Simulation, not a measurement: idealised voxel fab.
Presented below is a process module, voxel capacitor over wiring.
The cross-section on display is named cut; it measures 265 nm wide, and its cells are 5 nm squares.
In what follows, cross-sections appear as grids of square cells, described through bands that run from the top down, where every band is one or more rows of cells.
Band entry format. Leading values: height of top, height of bottom, nm. Remainder: materials in left-to-right order, each with its width in nm. Special words: "everywhere" on a single material, which then fills the band edge to edge; "blank", empty space.
Basically, 0 is our baseline, since under it the wafer straight out of the box is all one material. The bottom band has no lower end and keeps on going down, so it looks like "0 -> down".
You'd read "30..40" like this: the band's top row of cells is as wide as the first number, its bottom row is as wide as the second, and going down, every row changes width by the same amount as the row before did.
Take "remained unchanged" at face value: in the step it is given for, the cross-section changed in none of its cells.
You'll see "Trapped void list" listing empty spaces that have no way open to the top, as long as they're 8 cells or more; the notation is width x height at distance, where the distance is from the left edge, and all of it is in nm.
Post-settings text on a step line: simulator's own remark regarding the step.
overlay nm: right-of-plan distance of the mask on a masked step; negative values mean left-of-plan.
LISTED BELOW ARE THE PROCESS STEPS AS PLANNED
- 1: op RECEIVE | material Si
- 2: op CONFORMAL_DEP | material SiO2 | thk nm 15
- 3: op DIRECTIONAL_DEP | material TiN | thk nm 5
- 4: op DIRECTIONAL_DEP | material W | thk nm 15
- 5: op DIRECTIONAL_DEP | material aC | thk nm 10
- 6: op PATTERN | tone cover | mask id METAL_1 | material resist | width nm 25 | pitch nm 90 | thk nm 25 | overlay nm 0
- 7: op DIRECTIONAL_ETCH | etch materials aC | depth nm 10
- 8: op STRIP | etch materials resist
- 9: op DIRECTIONAL_ETCH | etch materials W | depth nm 15
- 10: op DIRECTIONAL_ETCH | etch materials TiN | depth nm 5
- 11: op STRIP | etch materials aC
- 12: op CONFORMAL_DEP | material SiN | thk nm 5
- 13: op FILL_DEP | material SiO2 | thk nm 5
- 14: op CMP | height nm 35
- 15: op CONFORMAL_DEP | material SiCN | thk nm 5
- 16: op DIRECTIONAL_DEP | material lowk | thk nm 10
- 17: op MASKED_ETCH | tone open | mask id PLUG_1 | width nm 15 | etch materials lowk | depth nm 10 | overlay nm 0
- 18: op MASKED_ETCH | tone open | mask id PLUG_1 | width nm 15 | etch materials SiCN | depth nm 5 | overlay nm 0
- 19: op CONFORMAL_DEP | material TiN | thk nm 5
- 20: op FILL_DEP | material Cu | thk nm 5
- 21: op CMP | height nm 50
- 22: op DIRECTIONAL_DEP | material TiN | thk nm 10
- 23: op DIRECTIONAL_DEP | material SiN | thk nm 5
- 24: op DIRECTIONAL_DEP | material TiN | thk nm 10
- 25: op MASKED_ETCH | tone cover | mask id UPPER_PLATE | width nm 70 | etch materials TiN | depth nm 10 | overlay nm 0
- 26: op MASKED_ETCH | tone cover | mask id UPPER_PLATE | width nm 70 | etch materials SiN | depth nm 5 | overlay nm 0
- 27: op DIRECTIONAL_DEP | material aC | thk nm 10
- 28: op PATTERN | tone cover | mask id LOWER_PLATE | material resist | width nm 80 | thk nm 30 | overlay nm 0
- 29: op DIRECTIONAL_ETCH | etch materials aC | depth nm 10
- 30: op STRIP | etch materials resist
- 31: op DIRECTIONAL_ETCH | etch materials TiN | depth nm 10
- 32: op STRIP | etch materials aC
- 33: op FILL_DEP | material SiO2 | thk nm 15
- 34: op CMP | height nm 85
- 35: op PATTERN | tone open | mask id PLUG_2 | material resist | width nm 15 | thk nm 15 | overlay nm 0
- 36: op DIRECTIONAL_ETCH | etch materials SiO2 | depth nm 10
- 37: op STRIP | etch materials resist
- 38: op CONFORMAL_DEP | material TiN | thk nm 5
- 39: op FILL_DEP | material W | thk nm 5
- 40: op CMP | height nm 85
- 41: op CONFORMAL_DEP | material SiCN | thk nm 5
INCOMING WAFER, CROSS-SECTIONAL VIEW, POST STEP 1
  0 -> down  Si everywhere
  Trapped void list: none
END-OF-MODULE CROSS-SECTION OF THE FIRST OF TWO WAFERS, PROCESSED AS PLANNED
  90 -> 85  SiCN everywhere
  85 -> 80  SiO2: 95, then TiN: 5, then W: 5, then TiN: 5, then SiO2: 155
  80 -> 75  SiO2: 95, then TiN: 15, then SiO2: 155
  75 -> 65  SiO2: 85, then TiN: 70, then SiO2: 110
  65 -> 60  SiO2: 85, then SiN: 70, then SiO2: 110
  60 -> 50  SiO2: 80, then TiN: 80, then SiO2: 105
  50 -> 40  lowk: 85, then TiN: 5, then Cu: 5, then TiN: 5, then lowk: 165
  40 -> 35  SiCN: 85, then TiN: 15, then SiCN: 165
  35 -> 20  SiO2: 70, then SiN: 5, then W: 25, then SiN: 5, then SiO2: 55, then SiN: 5, then W: 25, then SiN: 5, then SiO2: 70
  20 -> 15  SiN: 75, then TiN: 25, then SiN: 65, then TiN: 25, then SiN: 75
  15 -> 0  SiO2 everywhere
  0 -> down  Si everywhere
  Trapped void list: none
SO THIS IS WAFER NUMBER TWO OF THE TWO, CUT AT THE END OF THE MODULE - IT STARTED WHERE THE FIRST DID AND HAD THE SAME PLAN, WE JUST GOT ONE THING WRONG RUNNING IT
  90 -> 85  SiCN everywhere
  85 -> 80  SiO2: 95, then TiN: 5, then W: 5, then TiN: 5, then SiO2: 155
  80 -> 75  SiO2: 95, then TiN: 15, then SiO2: 155
  75 -> 65  SiO2: 85, then TiN: 70, then SiO2: 110
  65 -> 60  SiCN everywhere
  60 -> 50  TiN everywhere
  50 -> 40  lowk: 85, then TiN: 5, then Cu: 5, then TiN: 5, then lowk: 165
  40 -> 35  SiCN: 85, then TiN: 15, then SiCN: 165
  35 -> 20  SiO2: 70, then SiN: 5, then W: 25, then SiN: 5, then SiO2: 55, then SiN: 5, then W: 25, then SiN: 5, then SiO2: 70
  20 -> 15  SiN: 75, then TiN: 25, then SiN: 65, then TiN: 25, then SiN: 75
  15 -> 0  SiO2 everywhere
  0 -> down  Si everywhere
  Trapped void list: none
Short version of what went wrong: contrary to plan, step 23 was performed as op DIRECTIONAL_DEP | material SiCN | thk nm 5
The final cell counts differ between the wafers, with the second having more or fewer of some materials than the first: SiCN +53; SiN -14; SiO2 -113; TiN +74
